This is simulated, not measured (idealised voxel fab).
The process module that follows is named voxel self aligned vias.
In the cross-section labelled cut, the width is 150 nm and each square cell is 5 nm.
Just so we're on the same page, the cross-sections are grids of square cells, and they're listed out in bands top to bottom, each band one or more rows deep.
What a band's entry tells you: where the top is and where the bottom is, as heights in nm, and after that what lies inside, material by material from left to right, each with its width in nm. Empty space is written as the word "blank", and a single material marked with the word "everywhere" occupies the band from edge to edge.
Note: height 0 marks the level under which the wafer is uniformly one material as received. Lowest band unbounded below, written "0 nm and below".
Quick explanation for "30->40": the width changes in equal steps down the rows of cells, from the first number in the band's top row to the second number in its bottom row.
Given "identical to before" for a step, no cell of the cross-section differs between before and after that step.
"Cavities, closed" contains a list of empty spaces, each no smaller than 8 cells and without an open way to the top, written in the form width x height at distance with the distance from the left edge and all three in nm.
The remark found on a step's line after its settings is issued by the simulator itself and pertains to that step.
The "overlay nm" setting may appear on a step's line; for a step that uses a mask, it gives how far to the right of its planned position the mask lay, and a negative value indicates the left.
-- The planned process steps are enumerated hereunder
1. RECEIVE | material Si
2. CONFORMAL_DEP | material SiO2 | thk nm 10
3. CONFORMAL_DEP | material SiCN | thk nm 5
4. DIRECTIONAL_DEP | material lowk | thk nm 20
5. DIRECTIONAL_DEP | material aC | thk nm 15
6. PATTERN | tone open | mask id LINES | material resist | width nm 30 | pitch nm 65 | thk nm 30 | overlay nm 0
7. DIRECTIONAL_ETCH | etch materials aC | depth nm 15
8. STRIP | etch materials resist
9. DIRECTIONAL_ETCH | etch materials lowk | depth nm 20
10. STRIP | etch materials aC
11. CONFORMAL_DEP | material TiN | thk nm 5
12. FILL_DEP | material Ru | thk nm 10
13. CMP | height nm 35
14. SELECTIVE_ETCH | etch materials W Ru TiN | depth nm 10
15. FILL_DEP | material SiN | thk nm 10
16. CMP | height nm 35
17. DIRECTIONAL_DEP | material lowk | thk nm 20
18. PATTERN | tone open | mask id VIAS | material resist | width nm 40 | thk nm 20 | overlay nm -5
19. DIRECTIONAL_ETCH | etch materials lowk | depth nm 20
20. DIRECTIONAL_ETCH | etch materials SiN | depth nm 10
21. STRIP | etch materials resist
22. CONFORMAL_DEP | material TiN | thk nm 5
23. FILL_DEP | material Ru | thk nm 10
24. CMP | height nm 55
25. CONFORMAL_DEP | material SiN | thk nm 5
The plan shows the overlay nm of step 18 as the first wafer had it; this setting differs between the wafers, which start out alike.
-- First of several wafers, received after step 1, in cross-section
0 nm and below: Si everywhere
Cavities, closed: none
-- First of several wafers, sectioned at end of module (last step: step 25)
60 nm to 55 nm: SiN everywhere
55 nm to 40 nm: 15 lowk; 5 TiN; 30 Ru; 5 TiN; 95 lowk
40 nm to 35 nm: 15 lowk; 15 TiN; 20 Ru; 5 TiN; 95 lowk
35 nm to 30 nm: 25 lowk; 5 TiN; 20 Ru; 5 TiN; 35 lowk; 30 SiN; 30 lowk
30 nm to 25 nm: 25 lowk; 30 TiN; 35 lowk; 30 SiN; 30 lowk
25 nm to 20 nm: 25 lowk; 5 TiN; 20 Ru; 5 TiN; 35 lowk; 5 TiN; 20 Ru; 5 TiN; 30 lowk
20 nm to 15 nm: 25 lowk; 30 TiN; 35 lowk; 30 TiN; 30 lowk
15 nm to 10 nm: SiCN everywhere
10 nm to 0 nm: SiO2 everywhere
0 nm and below: Si everywhere
Cavities, closed: none
-- End of module: cross-section, last of several wafers
60 nm to 55 nm: SiN everywhere
55 nm to 40 nm: 35 lowk; 5 TiN; 30 Ru; 5 TiN; 75 lowk
40 nm to 35 nm: 35 lowk; 5 TiN; 10 Ru; 25 TiN; 75 lowk
35 nm to 30 nm: 25 lowk; 10 SiN; 5 TiN; 10 Ru; 5 TiN; 35 lowk; 30 SiN; 30 lowk
30 nm to 25 nm: 25 lowk; 10 SiN; 20 TiN; 35 lowk; 30 SiN; 30 lowk
25 nm to 20 nm: 25 lowk; 5 TiN; 20 Ru; 5 TiN; 35 lowk; 5 TiN; 20 Ru; 5 TiN; 30 lowk
20 nm to 15 nm: 25 lowk; 30 TiN; 35 lowk; 30 TiN; 30 lowk
15 nm to 10 nm: SiCN everywhere
10 nm to 0 nm: SiO2 everywhere
0 nm and below: Si everywhere
Cavities, closed: none
-- The following table contains a row per wafer, in which are reported, at the conclusion of the module, the cells of each material gained (+) or lost (-) since the wafer's receipt, with its closed voids given thereafter
overlay nm -5; +34 Ru; +30 SiCN; +42 SiN; +60 SiO2; +34 TiN; +160 lowk; Cavities, closed: none
overlay nm 0; +34 Ru; +30 SiCN; +42 SiN; +60 SiO2; +34 TiN; +160 lowk; Cavities, closed: none
overlay nm 5; +34 Ru; +30 SiCN; +42 SiN; +60 SiO2; +34 TiN; +160 lowk; Cavities, closed: none
overlay nm 10; +32 Ru; +30 SiCN; +44 SiN; +60 SiO2; +34 TiN; +160 lowk; Cavities, closed: none
overlay nm 15; +30 Ru; +30 SiCN; +46 SiN; +60 SiO2; +34 TiN; +160 lowk; Cavities, closed: none
